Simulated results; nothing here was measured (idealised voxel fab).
The process module presented herein is designated voxel wiring stack.
Square cell edge 5 nm, section width 145 nm, ID cut.
In what follows, cross-sections appear as grids of square cells, described through bands that run from the top down, where every band is one or more rows of cells. Band: top and bottom heights (nm) first, top before bottom; then materials from left to right, widths in nm. "all across" marks a sole material filling the band edge to edge. "blank" denotes empty space. The reference from which all heights are counted is 0, the level beneath which the as-received wafer is entirely one material; the lowest band, having no lower bound, proceeds downward and is written after the example "0 nm and below". The notation "30->40" denotes a width that varies across the rows of cells in the band, beginning at the first number in the top row, finishing at the second number in the bottom row, and changing by an identical amount from each row to the next. A step reported as "all unchanged" is a step in which no cell of the cross-section changed. The entry "Sealed-off cavities" lists the empty spaces that cover at least 8 cells and have no open path to the top. Each is written as width x height at distance, where the distance is measured from the left edge and all three values are in nm. Past the settings on a step's line: simulator remark, on that step. The setting "overlay nm" may be written on the line of a step. When the step uses a mask, the value reports how far to the right of the planned place the mask lay, and a negative value reports that it lay to the left. Pairs, read this way: before one process step on the one hand, after it on the other, the after cross-section ending at the lowest band that changed; the step between, settings included, beneath. Same starting wafer throughout, but possibly different runs of this module, so no pair continues from the pair above unless its entry headed "Cross-section, before" says so.

Cross-section, before:
  0 nm and below: Si all across
  Sealed-off cavities: none

Post-Step Cross-Section:
  15 nm to 0 nm: SiO2 all across
  Everything below 0 is unchanged.
  Sealed-off cavities: none
Processing between the before and after sections above: CONFORMAL_DEP (material SiO2; thk nm 15)

Cross-section, before: look at the pair above, its after cross-section is where this step starts.

Post-Step Cross-Section:
  20 nm to 15 nm: SiN all across
  Everything below 15 is unchanged.
  Sealed-off cavities: none
Processing between the before and after sections above: CONFORMAL_DEP (material SiN; thk nm 5)

Cross-section, before: look at the pair above, its after cross-section is where this step starts.

Post-Step Cross-Section:
  35 nm to 20 nm: lowk all across
  Everything below 20 is unchanged.
  Sealed-off cavities: none
Processing between the before and after sections above: DIRECTIONAL_DEP (material lowk; thk nm 15)

Cross-section, before: look at the pair above, its after cross-section is where this step starts.

Post-Step Cross-Section:
  55 nm to 35 nm: resist (35) | blank (25) | resist (20) | blank (25) | resist (40)
  Everything below 35 is unchanged.
  Sealed-off cavities: none
Processing between the before and after sections above: PATTERN (tone open; mask id METAL_1; material resist; width nm 25; pitch nm 45; thk nm 20; overlay nm 0)

Cross-section, before: look at the pair above, its after cross-section is where this step starts.

Post-Step Cross-Section:
  55 nm to 35 nm: resist (35) | blank (25) | resist (20) | blank (25) | resist (40)
  35 nm to 20 nm: lowk (35) | blank (25) | lowk (20) | blank (25) | lowk (40)
  Everything below 20 is unchanged.
  Sealed-off cavities: none
Processing between the before and after sections above: DIRECTIONAL_ETCH (etch materials lowk; depth nm 15)

Cross-section, before: look at the pair above, its after cross-section is where this step starts.

Post-Step Cross-Section:
  55 nm to 35 nm: resist (35) | blank (25) | resist (20) | blank (25) | resist (40)
  35 nm to 20 nm: lowk (35) | blank (25) | lowk (20) | blank (25) | lowk (40)
  20 nm to 15 nm: SiN (35) | blank (25) | SiN (20) | blank (25) | SiN (40)
  Everything below 15 is unchanged.
  Sealed-off cavities: none
Processing between the before and after sections above: DIRECTIONAL_ETCH (etch materials SiN; depth nm 5)

Cross-section, before: look at the pair above, its after cross-section is where this step starts.

Post-Step Cross-Section:
  35 nm to 20 nm: lowk (35) | blank (25) | lowk (20) | blank (25) | lowk (40)
  Everything below 20 is unchanged.
  Sealed-off cavities: none
Processing between the before and after sections above: STRIP (etch materials resist)

Cross-section, before: look at the pair above, its after cross-section is where this step starts.

Post-Step Cross-Section:
  40 nm to 35 nm: TiN (40) | blank (15) | TiN (30) | blank (15) | TiN (45)
  35 nm to 20 nm: lowk (35) | TiN (5) | blank (15) | TiN (5) | lowk (20) | TiN (5) | blank (15) | TiN (5) | lowk (40)
  20 nm to 15 nm: SiN (35) | TiN (25) | SiN (20) | TiN (25) | SiN (40)
  Everything below 15 is unchanged.
  Sealed-off cavities: none
Processing between the before and after sections above: CONFORMAL_DEP (material TiN; thk nm 5)

Cross-section, before: look at the pair above, its after cross-section is where this step starts.

Post-Step Cross-Section:
  45 nm to 40 nm: W all across
  40 nm to 35 nm: TiN (40) | W (15) | TiN (30) | W (15) | TiN (45)
  35 nm to 20 nm: lowk (35) | TiN (5) | W (15) | TiN (5) | lowk (20) | TiN (5) | W (15) | TiN (5) | lowk (40)
  Everything below 20 is unchanged.
  Sealed-off cavities: none
Processing between the before and after sections above: FILL_DEP (material W; thk nm 5)

Cross-section, before: look at the pair above, its after cross-section is where this step starts.

Post-Step Cross-Section:
  35 nm to 20 nm: lowk (35) | TiN (5) | W (15) | TiN (5) | lowk (20) | TiN (5) | W (15) | TiN (5) | lowk (40)
  Everything below 20 is unchanged.
  Sealed-off cavities: none
Processing between the before and after sections above: CMP (height nm 35)

Cross-section, before: look at the pair above, its after cross-section is where this step starts.

Post-Step Cross-Section:
  40 nm to 35 nm: SiCN all across
  Everything below 35 is unchanged.
  Sealed-off cavities: none
Processing between the before and after sections above: CONFORMAL_DEP (material SiCN; thk nm 5)

Cross-section, before: look at the pair above, its after cross-section is where this step starts.

Post-Step Cross-Section:
  55 nm to 40 nm: lowk all across
  Everything below 40 is unchanged.
  Sealed-off cavities: none
Processing between the before and after sections above: DIRECTIONAL_DEP (material lowk; thk nm 15)

Cross-section, before: look at the pair above, its after cross-section is where this step starts.

Post-Step Cross-Section:
  75 nm to 55 nm: resist (35) | blank (15) | resist (95)
  Everything below 55 is unchanged.
  Sealed-off cavities: none
Processing between the before and after sections above: PATTERN (tone open; mask id PLUG_1; material resist; width nm 15; thk nm 20; overlay nm 0)

Cross-section, before: look at the pair above, its after cross-section is where this step starts.

Post-Step Cross-Section:
  75 nm to 55 nm: resist (35) | blank (15) | resist (95)
  55 nm to 40 nm: lowk (35) | blank (15) | lowk (95)
  Everything below 40 is unchanged.
  Sealed-off cavities: none
Processing between the before and after sections above: DIRECTIONAL_ETCH (etch materials lowk; depth nm 15)

Cross-section, before: look at the pair above, its after cross-section is where this step starts.

Post-Step Cross-Section:
  75 nm to 55 nm: resist (35) | blank (15) | resist (95)
  55 nm to 40 nm: lowk (35) | blank (15) | lowk (95)
  40 nm to 35 nm: SiCN (35) | blank (15) | SiCN (95)
  Everything below 35 is unchanged.
  Sealed-off cavities: none
Processing between the before and after sections above: DIRECTIONAL_ETCH (etch materials SiCN; depth nm 5)

Cross-section, before: look at the pair above, its after cross-section is where this step starts.

Post-Step Cross-Section:
  55 nm to 40 nm: lowk (35) | blank (15) | lowk (95)
  Everything below 40 is unchanged.
  Sealed-off cavities: none
Processing between the before and after sections above: STRIP (etch materials resist)

Cross-section, before: look at the pair above, its after cross-section is where this step starts.

Post-Step Cross-Section:
  55 nm to 45 nm: lowk (35) | blank (15) | lowk (95)
  45 nm to 40 nm: lowk (35) | Ru (15) | lowk (95)
  40 nm to 35 nm: SiCN (35) | Ru (15) | SiCN (95)
  Everything below 35 is unchanged.
  Sealed-off cavities: none
Processing between the before and after sections above: EPI (material Ru; thk nm 10)

Cross-section, before: look at the pair above, its after cross-section is where this step starts.

Post-Step Cross-Section:
  55 nm to 40 nm: lowk (35) | Ru (15) | lowk (95)
  Everything below 40 is unchanged.
  Sealed-off cavities: none
Processing between the before and after sections above: EPI (material Ru; thk nm 10)

Cross-section, before: look at the pair above, its after cross-section is where this step starts.

Post-Step Cross-Section:
  60 nm to 55 nm: TiN all across
  Everything below 55 is unchanged.
  Sealed-off cavities: none
Processing between the before and after sections above: DIRECTIONAL_DEP (material TiN; thk nm 5)

Cross-section, before: look at the pair above, its after cross-section is where this step starts.

Post-Step Cross-Section:
  85 nm to 60 nm: W all across
  Everything below 60 is unchanged.
  Sealed-off cavities: none
Processing between the before and after sections above: DIRECTIONAL_DEP (material W; thk nm 25)

Cross-section, before: look at the pair above, its after cross-section is where this step starts.

Post-Step Cross-Section:
  100 nm to 85 nm: aC all across
  Everything below 85 is unchanged.
  Sealed-off cavities: none
Processing between the before and after sections above: DIRECTIONAL_DEP (material aC; thk nm 15)

Cross-section, before: look at the pair above, its after cross-section is where this step starts.

Post-Step Cross-Section:
  135 nm to 100 nm: blank (35) | resist (25) | blank (20) | resist (25) | blank (40)
  Everything below 100 is unchanged.
  Sealed-off cavities: none
Processing between the before and after sections above: PATTERN (tone cover; mask id METAL_2; material resist; width nm 25; pitch nm 45; thk nm 35; overlay nm 0)

Cross-section, before: look at the pair above, its after cross-section is where this step starts.

Post-Step Cross-Section:
  120 nm to 100 nm: blank (35) | resist (25) | blank (20) | resist (25) | blank (40)
  100 nm to 85 nm: blank (35) | aC (25) | blank (20) | aC (25) | blank (40)
  Everything below 85 is unchanged.
  Sealed-off cavities: none
Processing between the before and after sections above: DIRECTIONAL_ETCH (etch materials aC; depth nm 15)

Cross-section, before: look at the pair above, its after cross-section is where this step starts.

Post-Step Cross-Section:
  100 nm to 85 nm: blank (35) | aC (25) | blank (20) | aC (25) | blank (40)
  Everything below 85 is unchanged.
  Sealed-off cavities: none
Processing between the before and after sections above: STRIP (etch materials resist)

Cross-section, before: look at the pair above, its after cross-section is where this step starts.

Post-Step Cross-Section:
  100 nm to 85 nm: blank (35) | aC (25) | blank (20) | aC (25) | blank (40)
  85 nm to 60 nm: blank (35) | W (25) | blank (20) | W (25) | blank (40)
  Everything below 60 is unchanged.
  Sealed-off cavities: none
Processing between the before and after sections above: DIRECTIONAL_ETCH (etch materials W; depth nm 25)

Cross-section, before: look at the pair above, its after cross-section is where this step starts.

Post-Step Cross-Section:
  100 nm to 85 nm: blank (35) | aC (25) | blank (20) | aC (25) | blank (40)
  85 nm to 60 nm: blank (35) | W (25) | blank (20) | W (25) | blank (40)
  60 nm to 55 nm: blank (35) | TiN (25) | blank (20) | TiN (25) | blank (40)
  Everything below 55 is unchanged.
  Sealed-off cavities: none
Processing between the before and after sections above: DIRECTIONAL_ETCH (etch materials TiN; depth nm 5)

Cross-section, before: look at the pair above, its after cross-section is where this step starts.

Post-Step Cross-Section:
  85 nm to 60 nm: blank (35) | W (25) | blank (20) | W (25) | blank (40)
  Everything below 60 is unchanged.
  Sealed-off cavities: none
Processing between the before and after sections above: STRIP (etch materials aC)

Cross-section, before: look at the pair above, its after cross-section is where this step starts.

Post-Step Cross-Section:
  90 nm to 85 nm: lowk all across
  85 nm to 60 nm: lowk (35) | W (25) | lowk (20) | W (25) | lowk (40)
  60 nm to 55 nm: lowk (35) | TiN (25) | lowk (20) | TiN (25) | lowk (40)
  Everything below 55 is unchanged.
  Sealed-off cavities: none
Processing between the before and after sections above: FILL_DEP (material lowk; thk nm 5)

Cross-section, before: look at the pair above, its after cross-section is where this step starts.

Post-Step Cross-Section:
  85 nm to 60 nm: lowk (35) | W (25) | lowk (20) | W (25) | lowk (40)
  Everything below 60 is unchanged.
  Sealed-off cavities: none
Processing between the before and after sections above: CMP (height nm 85)

Cross-section, before: look at the pair above, its after cross-section is where this step starts.

Post-Step Cross-Section:
  90 nm to 85 nm: SiN all across
  Everything below 85 is unchanged.
  Sealed-off cavities: none
Processing between the before and after sections above: CONFORMAL_DEP (material SiN; thk nm 5)

Cross-section, before:
  55 nm to 45 nm: lowk (35) | blank (15) | lowk (95)
  45 nm to 40 nm: lowk (35) | Ru (15) | lowk (95)
  40 nm to 35 nm: SiCN (35) | Ru (15) | SiCN (95)
  35 nm to 20 nm: lowk (35) | TiN (5) | W (15) | TiN (5) | lowk (20) | TiN (5) | W (15) | TiN (5) | lowk (40)
  20 nm to 15 nm: SiN (35) | TiN (25) | SiN (20) | TiN (25) | SiN (40)
  15 nm to 0 nm: SiO2 all across
  0 nm and below: Si all across
  Sealed-off cavities: none

Post-Step Cross-Section:
  60 nm to 55 nm: TiN (35) | blank (15) | TiN (95)
  55 nm to 50 nm: lowk (35) | blank (15) | lowk (95)
  50 nm to 45 nm: lowk (35) | TiN (15) | lowk (95)
  Everything below 45 is unchanged.
  Sealed-off cavities: none
Processing between the before and after sections above: DIRECTIONAL_DEP (material TiN; thk nm 5)

Cross-section, before: look at the pair above, its after cross-section is where this step starts.

Post-Step Cross-Section:
  85 nm to 75 nm: W (35) | blank (15) | W (95)
  75 nm to 60 nm: W all across
  60 nm to 55 nm: TiN (35) | W (15) | TiN (95)
  55 nm to 50 nm: lowk (35) | W (15) | lowk (95)
  Everything below 50 is unchanged.
  Sealed-off cavities: none
Processing between the before and after sections above: DIRECTIONAL_DEP (material W; thk nm 25)

Cross-section, before: look at the pair above, its after cross-section is where this step starts.

Post-Step Cross-Section:
  100 nm to 90 nm: aC (35) | blank (15) | aC (95)
  90 nm to 85 nm: aC all across
  85 nm to 75 nm: W (35) | aC (15) | W (95)
  Everything below 75 is unchanged.
  Sealed-off cavities: none
Processing between the before and after sections above: DIRECTIONAL_DEP (material aC; thk nm 15)

Cross-section, before: look at the pair above, its after cross-section is where this step starts.

Post-Step Cross-Section:
  135 nm to 100 nm: blank (35) | resist (25) | blank (20) | resist (25) | blank (40)
  100 nm to 90 nm: aC (35) | resist (15) | aC (95)
  Everything below 90 is unchanged.
  Sealed-off cavities: none
Processing between the before and after sections above: PATTERN (tone cover; mask id METAL_2; material resist; width nm 25; pitch nm 45; thk nm 35; overlay nm 0)

Cross-section, before: look at the pair above, its after cross-section is where this step starts.

Post-Step Cross-Section:
  120 nm to 100 nm: blank (35) | resist (25) | blank (20) | resist (25) | blank (40)
  100 nm to 90 nm: blank (35) | resist (15) | aC (10) | blank (20) | aC (25) | blank (40)
  90 nm to 85 nm: blank (35) | aC (25) | blank (20) | aC (25) | blank (40)
  Everything below 85 is unchanged.
  Sealed-off cavities: none
Processing between the before and after sections above: DIRECTIONAL_ETCH (etch materials aC; depth nm 15)

Cross-section, before: look at the pair above, its after cross-section is where this step starts.

Post-Step Cross-Section:
  100 nm to 90 nm: blank (50) | aC (10) | blank (20) | aC (25) | blank (40)
  Everything below 90 is unchanged.
  Sealed-off cavities: none
Processing between the before and after sections above: STRIP (etch materials resist)

Cross-section, before: look at the pair above, its after cross-section is where this step starts.

Post-Step Cross-Section:
  100 nm to 90 nm: blank (50) | aC (10) | blank (20) | aC (25) | blank (40)
  90 nm to 85 nm: blank (35) | aC (25) | blank (20) | aC (25) | blank (40)
  85 nm to 75 nm: blank (35) | aC (15) | W (10) | blank (20) | W (25) | blank (40)
  75 nm to 60 nm: blank (35) | W (25) | blank (20) | W (25) | blank (40)
  Everything below 60 is unchanged.
  Sealed-off cavities: none
Processing between the before and after sections above: DIRECTIONAL_ETCH (etch materials W; depth nm 25)

Cross-section, before: look at the pair above, its after cross-section is where this step starts.

Post-Step Cross-Section:
  100 nm to 90 nm: blank (50) | aC (10) | blank (20) | aC (25) | blank (40)
  90 nm to 85 nm: blank (35) | aC (25) | blank (20) | aC (25) | blank (40)
  85 nm to 75 nm: blank (35) | aC (15) | W (10) | blank (20) | W (25) | blank (40)
  75 nm to 60 nm: blank (35) | W (25) | blank (20) | W (25) | blank (40)
  60 nm to 55 nm: blank (35) | W (15) | TiN (10) | blank (20) | TiN (25) | blank (40)
  Everything below 55 is unchanged.
  Sealed-off cavities: none
Processing between the before and after sections above: DIRECTIONAL_ETCH (etch materials TiN; depth nm 5)

Cross-section, before: look at the pair above, its after cross-section is where this step starts.

Post-Step Cross-Section:
  85 nm to 75 nm: blank (50) | W (10) | blank (20) | W (25) | blank (40)
  Everything below 75 is unchanged.
  Sealed-off cavities: none
Processing between the before and after sections above: STRIP (etch materials aC)

Cross-section, before: look at the pair above, its after cross-section is where this step starts.

Post-Step Cross-Section:
  90 nm to 85 nm: lowk all across
  85 nm to 75 nm: lowk (50) | W (10) | lowk (20) | W (25) | lowk (40)
  75 nm to 60 nm: lowk (35) | W (25) | lowk (20) | W (25) | lowk (40)
  60 nm to 55 nm: lowk (35) | W (15) | TiN (10) | lowk (20) | TiN (25) | lowk (40)
  Everything below 55 is unchanged.
  Sealed-off cavities: none
Processing between the before and after sections above: FILL_DEP (material lowk; thk nm 5)

Cross-section, before: look at the pair above, its after cross-section is where this step starts.

Post-Step Cross-Section:
  85 nm to 75 nm: lowk (50) | W (10) | lowk (20) | W (25) | lowk (40)
  Everything below 75 is unchanged.
  Sealed-off cavities: none
Processing between the before and after sections above: CMP (height nm 85)

Cross-section, before: look at the pair above, its after cross-section is where this step starts.

Post-Step Cross-Section:
  90 nm to 85 nm: SiN all across
  Everything below 85 is unchanged.
  Sealed-off cavities: none
Processing between the before and after sections above: CONFORMAL_DEP (material SiN; thk nm 5)

Cross-section, before:
  55 nm to 40 nm: lowk all across
  40 nm to 35 nm: SiCN all across
  35 nm to 20 nm: lowk (35) | TiN (5) | W (15) | TiN (5) | lowk (20) | TiN (5) | W (15) | TiN (5) | lowk (40)
  20 nm to 15 nm: SiN (35) | TiN (25) | SiN (20) | TiN (25) | SiN (40)
  15 nm to 0 nm: SiO2 all across
  0 nm and below: Si all across
  Sealed-off cavities: none

Post-Step Cross-Section:
  70 nm to 40 nm: lowk all across
  Everything below 40 is unchanged.
  Sealed-off cavities: none
Processing between the before and after sections above: DIRECTIONAL_DEP (material lowk; thk nm 15)

Cross-section, before: look at the pair above, its after cross-section is where this step starts.

Post-Step Cross-Section:
  90 nm to 70 nm: resist (35) | blank (15) | resist (95)
  Everything below 70 is unchanged.
  Sealed-off cavities: none
Processing between the before and after sections above: PATTERN (tone open; mask id PLUG_1; material resist; width nm 15; thk nm 20; overlay nm 0)

Cross-section, before: look at the pair above, its after cross-section is where this step starts.

Post-Step Cross-Section:
  90 nm to 70 nm: resist (35) | blank (15) | resist (95)
  70 nm to 55 nm: lowk (35) | blank (15) | lowk (95)
  Everything below 55 is unchanged.
  Sealed-off cavities: none
Processing between the before and after sections above: DIRECTIONAL_ETCH (etch materials lowk; depth nm 15)

Cross-section, before: look at the pair above, its after cross-section is where this step starts.

Post-Step Cross-Section:
  70 nm to 55 nm: lowk (35) | blank (15) | lowk (95)
  Everything below 55 is unchanged.
  Sealed-off cavities: none
Processing between the before and after sections above: STRIP (etch materials resist)

Cross-section, before: look at the pair above, its after cross-section is where this step starts.

Post-Step Cross-Section:
  75 nm to 70 nm: TiN (35) | blank (15) | TiN (95)
  70 nm to 60 nm: lowk (35) | blank (15) | lowk (95)
  60 nm to 55 nm: lowk (35) | TiN (15) | lowk (95)
  Everything below 55 is unchanged.
  Sealed-off cavities: none
Processing between the before and after sections above: DIRECTIONAL_DEP (material TiN; thk nm 5)

Cross-section, before: look at the pair above, its after cross-section is where this step starts.

Post-Step Cross-Section:
  100 nm to 85 nm: W (35) | blank (15) | W (95)
  85 nm to 75 nm: W all across
  75 nm to 70 nm: TiN (35) | W (15) | TiN (95)
  70 nm to 60 nm: lowk (35) | W (15) | lowk (95)
  Everything below 60 is unchanged.
  Sealed-off cavities: none
Processing between the before and after sections above: DIRECTIONAL_DEP (material W; thk nm 25)

Cross-section, before: look at the pair above, its after cross-section is where this step starts.

Post-Step Cross-Section:
  115 nm to 100 nm: aC (35) | blank (15) | aC (95)
  100 nm to 85 nm: W (35) | aC (15) | W (95)
  Everything below 85 is unchanged.
  Sealed-off cavities: none
Processing between the before and after sections above: DIRECTIONAL_DEP (material aC; thk nm 15)

Cross-section, before: look at the pair above, its after cross-section is where this step starts.

Post-Step Cross-Section:
  150 nm to 115 nm: blank (35) | resist (25) | blank (20) | resist (25) | blank (40)
  115 nm to 100 nm: aC (35) | resist (15) | aC (95)
  Everything below 100 is unchanged.
  Sealed-off cavities: none
Processing between the before and after sections above: PATTERN (tone cover; mask id METAL_2; material resist; width nm 25; pitch nm 45; thk nm 35; overlay nm 0)

Cross-section, before: look at the pair above, its after cross-section is where this step starts.

Post-Step Cross-Section:
  135 nm to 115 nm: blank (35) | resist (25) | blank (20) | resist (25) | blank (40)
  115 nm to 100 nm: blank (35) | resist (15) | aC (10) | blank (20) | aC (25) | blank (40)
  Everything below 100 is unchanged.
  Sealed-off cavities: none
Processing between the before and after sections above: DIRECTIONAL_ETCH (etch materials aC; depth nm 15)

Cross-section, before: look at the pair above, its after cross-section is where this step starts.

Post-Step Cross-Section:
  115 nm to 100 nm: blank (50) | aC (10) | blank (20) | aC (25) | blank (40)
  Everything below 100 is unchanged.
  Sealed-off cavities: none
Processing between the before and after sections above: STRIP (etch materials resist)

Cross-section, before: look at the pair above, its after cross-section is where this step starts.

Post-Step Cross-Section:
  115 nm to 100 nm: blank (50) | aC (10) | blank (20) | aC (25) | blank (40)
  100 nm to 85 nm: blank (35) | aC (15) | W (10) | blank (20) | W (25) | blank (40)
  85 nm to 75 nm: blank (35) | W (25) | blank (20) | W (25) | blank (40)
  Everything below 75 is unchanged.
  Sealed-off cavities: none
Processing between the before and after sections above: DIRECTIONAL_ETCH (etch materials W; depth nm 25)

Cross-section, before: look at the pair above, its after cross-section is where this step starts.

Post-Step Cross-Section:
  115 nm to 100 nm: blank (50) | aC (10) | blank (20) | aC (25) | blank (40)
  100 nm to 85 nm: blank (35) | aC (15) | W (10) | blank (20) | W (25) | blank (40)
  85 nm to 75 nm: blank (35) | W (25) | blank (20) | W (25) | blank (40)
  75 nm to 70 nm: blank (35) | W (15) | TiN (10) | blank (20) | TiN (25) | blank (40)
  Everything below 70 is unchanged.
  Sealed-off cavities: none
Processing between the before and after sections above: DIRECTIONAL_ETCH (etch materials TiN; depth nm 5)

Cross-section, before: look at the pair above, its after cross-section is where this step starts.

Post-Step Cross-Section:
  100 nm to 85 nm: blank (50) | W (10) | blank (20) | W (25) | blank (40)
  Everything below 85 is unchanged.
  Sealed-off cavities: none
Processing between the before and after sections above: STRIP (etch materials aC)

Cross-section, before: look at the pair above, its after cross-section is where this step starts.

Post-Step Cross-Section:
  105 nm to 100 nm: lowk all across
  100 nm to 85 nm: lowk (50) | W (10) | lowk (20) | W (25) | lowk (40)
  85 nm to 75 nm: lowk (35) | W (25) | lowk (20) | W (25) | lowk (40)
  75 nm to 70 nm: lowk (35) | W (15) | TiN (10) | lowk (20) | TiN (25) | lowk (40)
  Everything below 70 is unchanged.
  Sealed-off cavities: none
Processing between the before and after sections above: FILL_DEP (material lowk; thk nm 5)

Cross-section, before: look at the pair above, its after cross-section is where this step starts.

Post-Step Cross-Section:
  85 nm to 75 nm: lowk (35) | W (25) | lowk (20) | W (25) | lowk (40)
  Everything below 75 is unchanged.
  Sealed-off cavities: none
Processing between the before and after sections above: CMP (height nm 85)

Cross-section, before: look at the pair above, its after cross-section is where this step starts.

Post-Step Cross-Section:
  90 nm to 85 nm: SiN all across
  Everything below 85 is unchanged.
  Sealed-off cavities: none
Processing between the before and after sections above: CONFORMAL_DEP (material SiN; thk nm 5)

Cross-section, before:
  35 nm to 20 nm: lowk (35) | TiN (5) | W (15) | TiN (5) | lowk (20) | TiN (5) | W (15) | TiN (5) | lowk (40)
  20 nm to 15 nm: SiN (35) | TiN (25) | SiN (20) | TiN (25) | SiN (40)
  15 nm to 0 nm: SiO2 all across
  0 nm and below: Si all across
  Sealed-off cavities: none

Post-Step Cross-Section:
  50 nm to 35 nm: lowk all across
  Everything below 35 is unchanged.
  Sealed-off cavities: none
Processing between the before and after sections above: DIRECTIONAL_DEP (material lowk; thk nm 15)

Cross-section, before: look at the pair above, its after cross-section is where this step starts.

Post-Step Cross-Section:
  55 nm to 50 nm: SiCN all across
  Everything below 50 is unchanged.
  Sealed-off cavities: none
Processing between the before and after sections above: CONFORMAL_DEP (material SiCN; thk nm 5)

Cross-section, before: look at the pair above, its after cross-section is where this step starts.

Post-Step Cross-Section:
  75 nm to 55 nm: resist (35) | blank (15) | resist (95)
  Everything below 55 is unchanged.
  Sealed-off cavities: none
Processing between the before and after sections above: PATTERN (tone open; mask id PLUG_1; material resist; width nm 15; thk nm 20; overlay nm 0)

Cross-section, before: look at the pair above, its after cross-section is where this step starts.

Post-Step Cross-Section:
  75 nm to 55 nm: resist (35) | blank (15) | resist (95)
  55 nm to 50 nm: SiCN (35) | blank (15) | SiCN (95)
  Everything below 50 is unchanged.
  Sealed-off cavities: none
Processing between the before and after sections above: DIRECTIONAL_ETCH (etch materials SiCN; depth nm 5)

Cross-section, before: look at the pair above, its after cross-section is where this step starts.

Post-Step Cross-Section:
  55 nm to 50 nm: SiCN (35) | blank (15) | SiCN (95)
  Everything below 50 is unchanged.
  Sealed-off cavities: none
Processing between the before and after sections above: STRIP (etch materials resist)

Cross-section, before: look at the pair above, its after cross-section is where this step starts.

Post-Step Cross-Section:
  60 nm to 55 nm: TiN (35) | blank (15) | TiN (95)
  55 nm to 50 nm: SiCN (35) | TiN (15) | SiCN (95)
  Everything below 50 is unchanged.
  Sealed-off cavities: none
Processing between the before and after sections above: DIRECTIONAL_DEP (material TiN; thk nm 5)

Cross-section, before: look at the pair above, its after cross-section is where this step starts.

Post-Step Cross-Section:
  85 nm to 80 nm: W (35) | blank (15) | W (95)
  80 nm to 60 nm: W all across
  60 nm to 55 nm: TiN (35) | W (15) | TiN (95)
  Everything below 55 is unchanged.
  Sealed-off cavities: none
Processing between the before and after sections above: DIRECTIONAL_DEP (material W; thk nm 25)

Cross-section, before: look at the pair above, its after cross-section is where this step starts.

Post-Step Cross-Section:
  100 nm to 95 nm: aC (35) | blank (15) | aC (95)
  95 nm to 85 nm: aC all across
  85 nm to 80 nm: W (35) | aC (15) | W (95)
  Everything below 80 is unchanged.
  Sealed-off cavities: none
Processing between the before and after sections above: DIRECTIONAL_DEP (material aC; thk nm 15)

Cross-section, before: look at the pair above, its after cross-section is where this step starts.

Post-Step Cross-Section:
  135 nm to 100 nm: blank (35) | resist (25) | blank (20) | resist (25) | blank (40)
  100 nm to 95 nm: aC (35) | resist (15) | aC (95)
  Everything below 95 is unchanged.
  Sealed-off cavities: none
Processing between the before and after sections above: PATTERN (tone cover; mask id METAL_2; material resist; width nm 25; pitch nm 45; thk nm 35; overlay nm 0)

Cross-section, before: look at the pair above, its after cross-section is where this step starts.

Post-Step Cross-Section:
  120 nm to 100 nm: blank (35) | resist (25) | blank (20) | resist (25) | blank (40)
  100 nm to 95 nm: blank (35) | resist (15) | aC (10) | blank (20) | aC (25) | blank (40)
  95 nm to 85 nm: blank (35) | aC (25) | blank (20) | aC (25) | blank (40)
  Everything below 85 is unchanged.
  Sealed-off cavities: none
Processing between the before and after sections above: DIRECTIONAL_ETCH (etch materials aC; depth nm 15)

Cross-section, before: look at the pair above, its after cross-section is where this step starts.

Post-Step Cross-Section:
  100 nm to 95 nm: blank (50) | aC (10) | blank (20) | aC (25) | blank (40)
  Everything below 95 is unchanged.
  Sealed-off cavities: none
Processing between the before and after sections above: STRIP (etch materials resist)

Cross-section, before: look at the pair above, its after cross-section is where this step starts.

Post-Step Cross-Section:
  100 nm to 95 nm: blank (50) | aC (10) | blank (20) | aC (25) | blank (40)
  95 nm to 85 nm: blank (35) | aC (25) | blank (20) | aC (25) | blank (40)
  85 nm to 80 nm: blank (35) | aC (15) | W (10) | blank (20) | W (25) | blank (40)
  80 nm to 60 nm: blank (35) | W (25) | blank (20) | W (25) | blank (40)
  Everything below 60 is unchanged.
  Sealed-off cavities: none
Processing between the before and after sections above: DIRECTIONAL_ETCH (etch materials W; depth nm 25)

Cross-section, before: look at the pair above, its after cross-section is where this step starts.

Post-Step Cross-Section:
  100 nm to 95 nm: blank (50) | aC (10) | blank (20) | aC (25) | blank (40)
  95 nm to 85 nm: blank (35) | aC (25) | blank (20) | aC (25) | blank (40)
  85 nm to 80 nm: blank (35) | aC (15) | W (10) | blank (20) | W (25) | blank (40)
  80 nm to 60 nm: blank (35) | W (25) | blank (20) | W (25) | blank (40)
  60 nm to 55 nm: blank (35) | W (15) | TiN (10) | blank (20) | TiN (25) | blank (40)
  Everything below 55 is unchanged.
  Sealed-off cavities: none
Processing between the before and after sections above: DIRECTIONAL_ETCH (etch materials TiN; depth nm 5)

Cross-section, before: look at the pair above, its after cross-section is where this step starts.

Post-Step Cross-Section:
  85 nm to 80 nm: blank (50) | W (10) | blank (20) | W (25) | blank (40)
  Everything below 80 is unchanged.
  Sealed-off cavities: none
Processing between the before and after sections above: STRIP (etch materials aC)

Cross-section, before: look at the pair above, its after cross-section is where this step starts.

Post-Step Cross-Section:
  90 nm to 85 nm: lowk all across
  85 nm to 80 nm: lowk (50) | W (10) | lowk (20) | W (25) | lowk (40)
  80 nm to 60 nm: lowk (35) | W (25) | lowk (20) | W (25) | lowk (40)
  60 nm to 55 nm: lowk (35) | W (15) | TiN (10) | lowk (20) | TiN (25) | lowk (40)
  Everything below 55 is unchanged.
  Sealed-off cavities: none
Processing between the before and after sections above: FILL_DEP (material lowk; thk nm 5)

Cross-section, before: look at the pair above, its after cross-section is where this step starts.

Post-Step Cross-Section:
  85 nm to 80 nm: lowk (50) | W (10) | lowk (20) | W (25) | lowk (40)
  Everything below 80 is unchanged.
  Sealed-off cavities: none
Processing between the before and after sections above: CMP (height nm 85)

Cross-section, before: look at the pair above, its after cross-section is where this step starts.

Post-Step Cross-Section:
  90 nm to 85 nm: SiN all across
  Everything below 85 is unchanged.
  Sealed-off cavities: none
Processing between the before and after sections above: CONFORMAL_DEP (material SiN; thk nm 5)

Cross-section, before:
  15 nm to 0 nm: SiO2 all across
  0 nm and below: Si all across
  Sealed-off cavities: none

Post-Step Cross-Section:
  30 nm to 15 nm: SiN all across
  Everything below 15 is unchanged.
  Sealed-off cavities: none
Processing between the before and after sections above: CONFORMAL_DEP (material SiN; thk nm 15)

Cross-section, before: look at the pair above, its after cross-section is where this step starts.

Post-Step Cross-Section:
  45 nm to 30 nm: lowk all across
  Everything below 30 is unchanged.
  Sealed-off cavities: none
Processing between the before and after sections above: DIRECTIONAL_DEP (material lowk; thk nm 15)

Cross-section, before: look at the pair above, its after cross-section is where this step starts.

Post-Step Cross-Section:
  65 nm to 45 nm: resist (35) | blank (25) | resist (20) | blank (25) | resist (40)
  Everything below 45 is unchanged.
  Sealed-off cavities: none
Processing between the before and after sections above: PATTERN (tone open; mask id METAL_1; material resist; width nm 25; pitch nm 45; thk nm 20; overlay nm 0)
